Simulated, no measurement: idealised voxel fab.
process module | voxel self aligned vias
cross-section cut | 255 nm wide | cells 5 nm
A cross-section is a grid of square cells, given in bands from the top down. A band is one or more rows of cells.
Each band's line starts with the height of the band's top and of its bottom, in nm. Then come its materials from left to right, each with its width in nm. One material with "throughout" fills the band from edge to edge. "air" is empty space.
Height 0 is the level under which the wafer as received is all one material. The lowest band goes on downwards, as in "0 down".
A width such as "30 to 40" changes by the same amount from each row of cells to the next, from the band's top row to its bottom row.
"no change" after a step means that no cell of the cross-section changed.
closed voids: empty space of 8 cells or more with no open way to the top, each as width x height at its distance from the left edge, in nm
after a step's settings: what the simulator itself notes on the step
overlay nm, on a step with a mask: how far to the right of its planned place the mask lay; to the left if negative
plan
1 op RECEIVE | material Si
2 op CONFORMAL_DEP | material SiO2 | thk nm 10
3 op CONFORMAL_DEP | material SiCN | thk nm 5
4 op DIRECTIONAL_DEP | material SiO2 | thk nm 25
5 op DIRECTIONAL_DEP | material aC | thk nm 15
6 op PATTERN | tone open | mask id LINES | material resist | width nm 25 | pitch nm 75 | thk nm 30 | overlay nm 0
7 op DIRECTIONAL_ETCH | etch materials aC | depth nm 15
8 op STRIP | etch materials resist
9 op DIRECTIONAL_ETCH | etch materials SiO2 | depth nm 25
10 op STRIP | etch materials aC
11 op CONFORMAL_DEP | material TiN | thk nm 5
12 op FILL_DEP | material Ru | thk nm 5
13 op CMP | height nm 40
14 op SELECTIVE_ETCH | etch materials W Ru TiN | depth nm 10
15 op FILL_DEP | material SiN | thk nm 5
16 op CMP | height nm 40
17 op DIRECTIONAL_DEP | material SiO2 | thk nm 15
18 op PATTERN | tone open | mask id VIAS | material resist | width nm 45 | pitch nm 150 | thk nm 15 | overlay nm 0
19 op DIRECTIONAL_ETCH | etch materials SiO2 | depth nm 15
20 op DIRECTIONAL_ETCH | etch materials SiN | depth nm 10
21 op STRIP | etch materials resist
22 op CONFORMAL_DEP | material TiN | thk nm 5
23 op FILL_DEP | material Cu | thk nm 10
24 op CMP | height nm 55
25 op CONFORMAL_DEP | material SiN | thk nm 5
as received, after step 1
  0 down: Si throughout
  closed voids: none
first wafer at the end, as planned
  60 to 55: SiN throughout
  55 to 45: SiO2 30 | TiN 5 | Cu 35 | TiN 5 | SiO2 105 | TiN 5 | Cu 35 | TiN 5 | SiO2 30
  45 to 40: SiO2 30 | TiN 15 | Cu 15 | TiN 15 | SiO2 105 | TiN 15 | Cu 15 | TiN 15 | SiO2 30
  40 to 35: SiO2 40 | TiN 5 | Cu 15 | TiN 5 | SiO2 50 | SiN 25 | SiO2 50 | TiN 5 | Cu 15 | TiN 5 | SiO2 40
  35 to 30: SiO2 40 | TiN 25 | SiO2 50 | SiN 25 | SiO2 50 | TiN 25 | SiO2 40
  30 to 20: SiO2 40 | TiN 5 | Ru 15 | TiN 5 | SiO2 50 | TiN 5 | Ru 15 | TiN 5 | SiO2 50 | TiN 5 | Ru 15 | TiN 5 | SiO2 40
  20 to 15: SiO2 40 | TiN 25 | SiO2 50 | TiN 25 | SiO2 50 | TiN 25 | SiO2 40
  15 to 10: SiCN throughout
  10 to 0: SiO2 throughout
  0 down: Si throughout
  closed voids: none
second wafer at the end: like start, like plan, one mistake
  60 to 55: SiN throughout
  55 to 40: SiO2 30 | TiN 5 | Cu 35 | TiN 5 | SiO2 105 | TiN 5 | Cu 35 | TiN 5 | SiO2 30
  40 to 35: SiN 30 | TiN 15 | Cu 15 | TiN 15 | SiN 105 | TiN 15 | Cu 15 | TiN 15 | SiN 30
  35 to 30: SiO2 40 | TiN 25 | SiO2 50 | SiN 25 | SiO2 50 | TiN 25 | SiO2 40
  30 to 15: SiO2 40 | TiN 5 | Ru 15 | TiN 5 | SiO2 50 | TiN 5 | Ru 15 | TiN 5 | SiO2 50 | TiN 5 | Ru 15 | TiN 5 | SiO2 40
  15 to 10: SiO2 40 | TiN 25 | SiO2 50 | TiN 25 | SiO2 50 | TiN 25 | SiO2 40
  10 to 0: SiO2 throughout
  0 down: Si throughout
  closed voids: none
what went wrong: step 3 was left out
at the end the second wafer has, in cells: 8 more of Cu | 9 more of Ru | 51 fewer of SiCN | 28 more of SiN | 6 more of TiN
